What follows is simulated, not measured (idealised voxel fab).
Proc. module: voxel fin reveal
It is cross-section cut that appears here, measuring 255 nm in width, its square cells being 5 nm in size.
A cross-section is a grid of square cells, given in bands from the top down. A band is one or more rows of cells. Basically the band line says how high the top is and how high the bottom is, in nm, and then what's in it from left to right, every material with its width in nm. Empty space shows up as "blank", and if a single material carries "everywhere" it runs the full band edge to edge. The reference from which all heights are counted is 0, the level beneath which the as-received wafer is entirely one material; the lowest band, having no lower bound, proceeds downward and is written after the example "z 0 and below". Width: "30..40" (first number = top row, second number = bottom row, same change from row to row of cells). What does "everything unchanged" mean for a step? It means no cell of the cross-section changed in that step. Voids not open to the top, 8 cells minimum: see "Fully closed voids". Written width x height at distance; distance is from the left edge; nm. after a step's settings: what the simulator itself notes on the step. overlay nm: on a step with a mask, how far right of its planned place the mask lay; negative means left.

The following list gives the planned process steps
- 1: RECEIVE (material Si)
- 2: CONFORMAL_DEP (material SiN; thk nm 5)
- 3: PATTERN (tone cover; mask id FINS; material resist; width nm 15; pitch nm 45; thk nm 15; overlay nm 0)
- 4: DIRECTIONAL_ETCH (etch materials SiN; depth nm 5)
- 5: DIRECTIONAL_ETCH (etch materials Si; depth nm 30)
- 6: STRIP (etch materials resist)
- 7: FILL_DEP (material SiO2; thk nm 5)
- 8: CMP (height nm 5)
- 9: SELECTIVE_ETCH (etch materials SiO2; depth nm 15)
- 10: STRIP (etch materials SiN)

As received (post step 1): cross-section
  z 0 and below | Si everywhere
  Fully closed voids: none

Same starting wafer, same plan as above, one mistake in the execution; this is the cross-section at the end of the module
  z 0 to -10 | blank 45, then Si 15, then blank 30, then Si 15, then blank 30, then Si 15, then blank 30, then Si 15, then blank 60
  z -10 to -30 | SiO2 45, then Si 15, then SiO2 30, then Si 15, then SiO2 30, then Si 15, then SiO2 30, then Si 15, then SiO2 60
  z -30 and below | Si everywhere
  Fully closed voids: none
What was the processing mistake? note that step 3 departed from the planned setting and was carried out as PATTERN (tone cover; mask id FINS; material resist; width nm 15; pitch nm 45; thk nm 15; overlay nm -5)
